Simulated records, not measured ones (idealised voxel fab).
Presented below is a process module, voxel capacitor over wiring.
The cross-section shown here is cut; it is 255 nm wide and divided into square cells measuring 5 nm on a side.
The cross-sections in this document take the form of a grid made of square cells. They are written out as bands, in order from top to bottom. Each band consists of one or more rows of cells.
The entry gives the band's vertical extent as a top height and a bottom height in nm, then its horizontal make-up as materials from left to right, each with a width in nm. "blank" stands for empty space; a single material marked "everywhere" fills the band edge to edge.
Ref level 0: as-received wafer is one material below here. Bottom band extends down with no lower bound ("0 nm and below").
Note: "30 to 40" means the width goes from the first number (top row of the band) to the second number (bottom row) in equal steps per row of cells.
Take "stayed the same" at face value: in the step it is given for, the cross-section changed in none of its cells.
For the entry "Trapped void list", the listed items are empty spaces with no open way to the top whose size is 8 cells or more; each item follows the pattern width x height at distance, where distance is from the left edge and all three are in nm.
Read whatever lies past the settings on a step's line as the simulator's own remark about the step.
The line of a step may include "overlay nm". On a step with a mask, this value is how far to the right of its planned place the mask lay. A negative value means the mask lay to the left.
So here's the lineup of process steps we planned
| 1 | RECEIVE, material Si |
| 2 | CONFORMAL_DEP, material SiO2, thk nm 10 |
| 3 | CONFORMAL_DEP, material SiCN, thk nm 5 |
| 4 | DIRECTIONAL_DEP, material SiO2, thk nm 20 |
| 5 | PATTERN, tone open, mask id METAL_1, material resist, width nm 30, pitch nm 95, thk nm 20, overlay nm 0 |
| 6 | DIRECTIONAL_ETCH, etch materials SiO2, depth nm 20 |
| 7 | DIRECTIONAL_ETCH, etch materials SiCN, depth nm 5 |
| 8 | STRIP, etch materials resist |
| 9 | CONFORMAL_DEP, material TiN, thk nm 5 |
| 10 | FILL_DEP, material Ru, thk nm 5 |
| 11 | CMP, height nm 35 |
| 12 | CONFORMAL_DEP, material SiCN, thk nm 5 |
| 13 | DIRECTIONAL_DEP, material SiO2, thk nm 15 |
| 14 | PATTERN, tone open, mask id PLUG_1, material resist, width nm 15, thk nm 20, overlay nm 0 |
| 15 | DIRECTIONAL_ETCH, etch materials SiO2, depth nm 15 |
| 16 | DIRECTIONAL_ETCH, etch materials SiCN, depth nm 5 |
| 17 | STRIP, etch materials resist |
| 18 | EPI, material Ru, thk nm 10 |
| 19 | EPI, material Ru, thk nm 10 |
| 20 | DIRECTIONAL_DEP, material TiN, thk nm 10 |
| 21 | DIRECTIONAL_DEP, material HfO2, thk nm 5 |
| 22 | DIRECTIONAL_DEP, material TiN, thk nm 10 |
| 23 | MASKED_ETCH, tone cover, mask id UPPER_PLATE, width nm 70, etch materials TiN, depth nm 10, overlay nm 0 |
| 24 | MASKED_ETCH, tone cover, mask id UPPER_PLATE, width nm 70, etch materials HfO2, depth nm 5, overlay nm 0 |
| 25 | DIRECTIONAL_DEP, material aC, thk nm 15 |
| 26 | PATTERN, tone cover, mask id LOWER_PLATE, material resist, width nm 80, thk nm 35, overlay nm 0 |
| 27 | DIRECTIONAL_ETCH, etch materials aC, depth nm 15 |
| 28 | STRIP, etch materials resist |
| 29 | DIRECTIONAL_ETCH, etch materials TiN, depth nm 10 |
| 30 | STRIP, etch materials aC |
| 31 | FILL_DEP, material SiO2, thk nm 15 |
| 32 | CMP, height nm 90 |
| 33 | DIRECTIONAL_DEP, material aC, thk nm 15 |
| 34 | PATTERN, tone open, mask id PLUG_2, material resist, width nm 15, thk nm 30, overlay nm 0 |
| 35 | DIRECTIONAL_ETCH, etch materials aC, depth nm 15 |
| 36 | STRIP, etch materials resist |
| 37 | DIRECTIONAL_ETCH, etch materials SiO2, depth nm 10 |
| 38 | STRIP, etch materials aC |
| 39 | CONFORMAL_DEP, material TiN, thk nm 5 |
| 40 | FILL_DEP, material W, thk nm 10 |
| 41 | CMP, height nm 90 |
| 42 | CONFORMAL_DEP, material SiN, thk nm 5 |
Below: the first of two wafers, run as planned
This is the cross-section of the wafer as we received it, i.e. after step 1
> 0 nm and below | Si everywhere
> Trapped void list: none
Step 2 complete: cross-section through the wafer
> 10 nm to 0 nm | SiO2 everywhere
> Below 0, the layers are the same as they were.
Step 3 complete: cross-section through the wafer
> 15 nm to 10 nm | SiCN everywhere
> Below 10, the layers are the same as they were.
Step 4 complete: cross-section through the wafer
> 35 nm to 15 nm | SiO2 everywhere
> Below 15, the layers are the same as they were.
Step 5 complete: cross-section through the wafer
> 55 nm to 35 nm | 65 of resist, then 30 of blank, then 65 of resist, then 30 of blank, then 65 of resist
> Below 35, the layers are the same as they were.
Step 6 complete: cross-section through the wafer
> 55 nm to 35 nm | 65 of resist, then 30 of blank, then 65 of resist, then 30 of blank, then 65 of resist
> 35 nm to 15 nm | 65 of SiO2, then 30 of blank, then 65 of SiO2, then 30 of blank, then 65 of SiO2
> Below 15, the layers are the same as they were.
Step 7 complete: cross-section through the wafer
> 55 nm to 35 nm | 65 of resist, then 30 of blank, then 65 of resist, then 30 of blank, then 65 of resist
> 35 nm to 15 nm | 65 of SiO2, then 30 of blank, then 65 of SiO2, then 30 of blank, then 65 of SiO2
> 15 nm to 10 nm | 65 of SiCN, then 30 of blank, then 65 of SiCN, then 30 of blank, then 65 of SiCN
> Below 10, the layers are the same as they were.
Step 8 complete: cross-section through the wafer
> 35 nm to 15 nm | 65 of SiO2, then 30 of blank, then 65 of SiO2, then 30 of blank, then 65 of SiO2
> Below 15, the layers are the same as they were.
Step 9 complete: cross-section through the wafer
> 40 nm to 35 nm | 70 of TiN, then 20 of blank, then 75 of TiN, then 20 of blank, then 70 of TiN
> 35 nm to 15 nm | 65 of SiO2, then 5 of TiN, then 20 of blank, then 5 of TiN, then 65 of SiO2, then 5 of TiN, then 20 of blank, then 5 of TiN, then 65 of SiO2
> 15 nm to 10 nm | 65 of SiCN, then 30 of TiN, then 65 of SiCN, then 30 of TiN, then 65 of SiCN
> Below 10, the layers are the same as they were.
Step 10 complete: cross-section through the wafer
> 45 nm to 40 nm | Ru everywhere
> 40 nm to 35 nm | 70 of TiN, then 20 of Ru, then 75 of TiN, then 20 of Ru, then 70 of TiN
> 35 nm to 15 nm | 65 of SiO2, then 5 of TiN, then 20 of Ru, then 5 of TiN, then 65 of SiO2, then 5 of TiN, then 20 of Ru, then 5 of TiN, then 65 of SiO2
> Below 15, the layers are the same as they were.
Step 11 complete: cross-section through the wafer
> 35 nm to 15 nm | 65 of SiO2, then 5 of TiN, then 20 of Ru, then 5 of TiN, then 65 of SiO2, then 5 of TiN, then 20 of Ru, then 5 of TiN, then 65 of SiO2
> Below 15, the layers are the same as they were.
Step 12 complete: cross-section through the wafer
> 40 nm to 35 nm | SiCN everywhere
> Below 35, the layers are the same as they were.
Step 13 complete: cross-section through the wafer
> 55 nm to 40 nm | SiO2 everywhere
> Below 40, the layers are the same as they were.
Step 14 complete: cross-section through the wafer
> 75 nm to 55 nm | 80 of resist, then 15 of blank, then 160 of resist
> Below 55, the layers are the same as they were.
Step 15 complete: cross-section through the wafer
> 75 nm to 55 nm | 80 of resist, then 15 of blank, then 160 of resist
> 55 nm to 40 nm | 80 of SiO2, then 15 of blank, then 160 of SiO2
> Below 40, the layers are the same as they were.
Step 16 complete: cross-section through the wafer
> 75 nm to 55 nm | 80 of resist, then 15 of blank, then 160 of resist
> 55 nm to 40 nm | 80 of SiO2, then 15 of blank, then 160 of SiO2
> 40 nm to 35 nm | 80 of SiCN, then 15 of blank, then 160 of SiCN
> Below 35, the layers are the same as they were.
Step 17 complete: cross-section through the wafer
> 55 nm to 40 nm | 80 of SiO2, then 15 of blank, then 160 of SiO2
> Below 40, the layers are the same as they were.
Step 18 complete: cross-section through the wafer
> 55 nm to 45 nm | 80 of SiO2, then 15 of blank, then 160 of SiO2
> 45 nm to 40 nm | 80 of SiO2, then 15 of Ru, then 160 of SiO2
> 40 nm to 35 nm | 80 of SiCN, then 15 of Ru, then 160 of SiCN
> Below 35, the layers are the same as they were.
Step 19 complete: cross-section through the wafer
> 55 nm to 40 nm | 80 of SiO2, then 15 of Ru, then 160 of SiO2
> Below 40, the layers are the same as they were.
Step 20 complete: cross-section through the wafer
> 65 nm to 55 nm | TiN everywhere
> Below 55, the layers are the same as they were.
Step 21 complete: cross-section through the wafer
> 70 nm to 65 nm | HfO2 everywhere
> Below 65, the layers are the same as they were.
Step 22 complete: cross-section through the wafer
> 80 nm to 70 nm | TiN everywhere
> Below 70, the layers are the same as they were.
Step 23 complete: cross-section through the wafer
> 80 nm to 70 nm | 80 of blank, then 70 of TiN, then 105 of blank
> Below 70, the layers are the same as they were.
Step 24 complete: cross-section through the wafer
> 80 nm to 70 nm | 80 of blank, then 70 of TiN, then 105 of blank
> 70 nm to 65 nm | 80 of blank, then 70 of HfO2, then 105 of blank
> Below 65, the layers are the same as they were.
Step 25 complete: cross-section through the wafer
> 95 nm to 80 nm | 80 of blank, then 70 of aC, then 105 of blank
> 80 nm to 70 nm | 80 of aC, then 70 of TiN, then 105 of aC
> 70 nm to 65 nm | 80 of aC, then 70 of HfO2, then 105 of aC
> Below 65, the layers are the same as they were.
Step 26 complete: cross-section through the wafer
> 130 nm to 95 nm | 75 of blank, then 80 of resist, then 100 of blank
> 95 nm to 80 nm | 75 of blank, then 5 of resist, then 70 of aC, then 5 of resist, then 100 of blank
> Below 80, the layers are the same as they were.
Step 27 complete: cross-section through the wafer
> 115 nm to 95 nm | 75 of blank, then 80 of resist, then 100 of blank
> 95 nm to 80 nm | 75 of blank, then 5 of resist, then 70 of aC, then 5 of resist, then 100 of blank
> 80 nm to 70 nm | 75 of blank, then 5 of aC, then 70 of TiN, then 5 of aC, then 100 of blank
> 70 nm to 65 nm | 75 of blank, then 5 of aC, then 70 of HfO2, then 5 of aC, then 100 of blank
> Below 65, the layers are the same as they were.
Step 28 complete: cross-section through the wafer
> 95 nm to 80 nm | 80 of blank, then 70 of aC, then 105 of blank
> Below 80, the layers are the same as they were.
Step 29 complete: cross-section through the wafer
> 95 nm to 80 nm | 80 of blank, then 70 of aC, then 105 of blank
> 80 nm to 70 nm | 75 of blank, then 5 of aC, then 70 of TiN, then 5 of aC, then 100 of blank
> 70 nm to 65 nm | 75 of blank, then 5 of aC, then 70 of HfO2, then 5 of aC, then 100 of blank
> 65 nm to 55 nm | 75 of blank, then 80 of TiN, then 100 of blank
> Below 55, the layers are the same as they were.
Step 30 complete: cross-section through the wafer
> 80 nm to 70 nm | 80 of blank, then 70 of TiN, then 105 of blank
> 70 nm to 65 nm | 80 of blank, then 70 of HfO2, then 105 of blank
> Below 65, the layers are the same as they were.
Step 31 complete: cross-section through the wafer
> 95 nm to 80 nm | SiO2 everywhere
> 80 nm to 70 nm | 80 of SiO2, then 70 of TiN, then 105 of SiO2
> 70 nm to 65 nm | 80 of SiO2, then 70 of HfO2, then 105 of SiO2
> 65 nm to 55 nm | 75 of SiO2, then 80 of TiN, then 100 of SiO2
> Below 55, the layers are the same as they were.
Step 32 complete: cross-section through the wafer
> 90 nm to 80 nm | SiO2 everywhere
> Below 80, the layers are the same as they were.
Step 33 complete: cross-section through the wafer
> 105 nm to 90 nm | aC everywhere
> Below 90, the layers are the same as they were.
Step 34 complete: cross-section through the wafer
> 135 nm to 105 nm | 90 of resist, then 15 of blank, then 150 of resist
> Below 105, the layers are the same as they were.
Step 35 complete: cross-section through the wafer
> 120 nm to 105 nm | 90 of resist, then 15 of blank, then 150 of resist
> 105 nm to 90 nm | 90 of aC, then 15 of blank, then 150 of aC
> Below 90, the layers are the same as they were.
Step 36 complete: cross-section through the wafer
> 105 nm to 90 nm | 90 of aC, then 15 of blank, then 150 of aC
> Below 90, the layers are the same as they were.
Step 37 complete: cross-section through the wafer
> 105 nm to 90 nm | 90 of aC, then 15 of blank, then 150 of aC
> 90 nm to 80 nm | 90 of SiO2, then 15 of blank, then 150 of SiO2
> Below 80, the layers are the same as they were.
Step 38 complete: cross-section through the wafer
> 90 nm to 80 nm | 90 of SiO2, then 15 of blank, then 150 of SiO2
> Below 80, the layers are the same as they were.
Step 39 complete: cross-section through the wafer
> 95 nm to 90 nm | 95 of TiN, then 5 of blank, then 155 of TiN
> 90 nm to 85 nm | 90 of SiO2, then 5 of TiN, then 5 of blank, then 5 of TiN, then 150 of SiO2
> 85 nm to 80 nm | 90 of SiO2, then 15 of TiN, then 150 of SiO2
> Below 80, the layers are the same as they were.
Step 40 complete: cross-section through the wafer
> 105 nm to 95 nm | W everywhere
> 95 nm to 90 nm | 95 of TiN, then 5 of W, then 155 of TiN
> 90 nm to 85 nm | 90 of SiO2, then 5 of TiN, then 5 of W, then 5 of TiN, then 150 of SiO2
> Below 85, the layers are the same as they were.
Step 41 complete: cross-section through the wafer
> 90 nm to 85 nm | 90 of SiO2, then 5 of TiN, then 5 of W, then 5 of TiN, then 150 of SiO2
> Below 85, the layers are the same as they were.
Step 42 complete: cross-section through the wafer
> 95 nm to 90 nm | SiN everywhere
> Below 90, the layers are the same as they were.
Companion wafer, the second of two: same beginning, same intended sequence, one mistake in carrying it out; through step 33 inclusive it tracks the first exactly
Second wafer, cut view, end of step 34 per plan
> 135 nm to 105 nm | 85 of resist, then 25 of blank, then 145 of resist
> Below 105, the layers are the same as they were.
Second wafer, cut view, end of step 35 per plan
> 120 nm to 105 nm | 85 of resist, then 25 of blank, then 145 of resist
> 105 nm to 90 nm | 85 of aC, then 25 of blank, then 145 of aC
> Below 90, the layers are the same as they were.
Second wafer, cut view, end of step 36 per plan
> 105 nm to 90 nm | 85 of aC, then 25 of blank, then 145 of aC
> Below 90, the layers are the same as they were.
Second wafer, cut view, end of step 37 per plan
> 105 nm to 90 nm | 85 of aC, then 25 of blank, then 145 of aC
> 90 nm to 80 nm | 85 of SiO2, then 25 of blank, then 145 of SiO2
> Below 80, the layers are the same as they were.
Second wafer, cut view, end of step 38 per plan
> 90 nm to 80 nm | 85 of SiO2, then 25 of blank, then 145 of SiO2
> Below 80, the layers are the same as they were.
Second wafer, cut view, end of step 39 per plan
> 95 nm to 90 nm | 90 of TiN, then 15 of blank, then 150 of TiN
> 90 nm to 85 nm | 85 of SiO2, then 5 of TiN, then 15 of blank, then 5 of TiN, then 145 of SiO2
> 85 nm to 80 nm | 85 of SiO2, then 25 of TiN, then 145 of SiO2
> Below 80, the layers are the same as they were.
Second wafer, cut view, end of step 40 per plan
> 105 nm to 95 nm | W everywhere
> 95 nm to 90 nm | 90 of TiN, then 15 of W, then 150 of TiN
> 90 nm to 85 nm | 85 of SiO2, then 5 of TiN, then 15 of W, then 5 of TiN, then 145 of SiO2
> Below 85, the layers are the same as they were.
Second wafer, cut view, end of step 41 per plan
> 90 nm to 85 nm | 85 of SiO2, then 5 of TiN, then 15 of W, then 5 of TiN, then 145 of SiO2
> Below 85, the layers are the same as they were.
Second wafer, cut view, end of step 42 per plan
> 95 nm to 90 nm | SiN everywhere
> Below 90, the layers are the same as they were.
Against the plan, the run slipped here: step 34 changed vs plan, executed as PATTERN, tone open, mask id PLUG_2, material resist, width nm 25, thk nm 30, overlay nm 0
End of process, cell counts, second wafer against first, materials with more or fewer: SiO2: 4 fewer, TiN: 2 more, W: 2 more
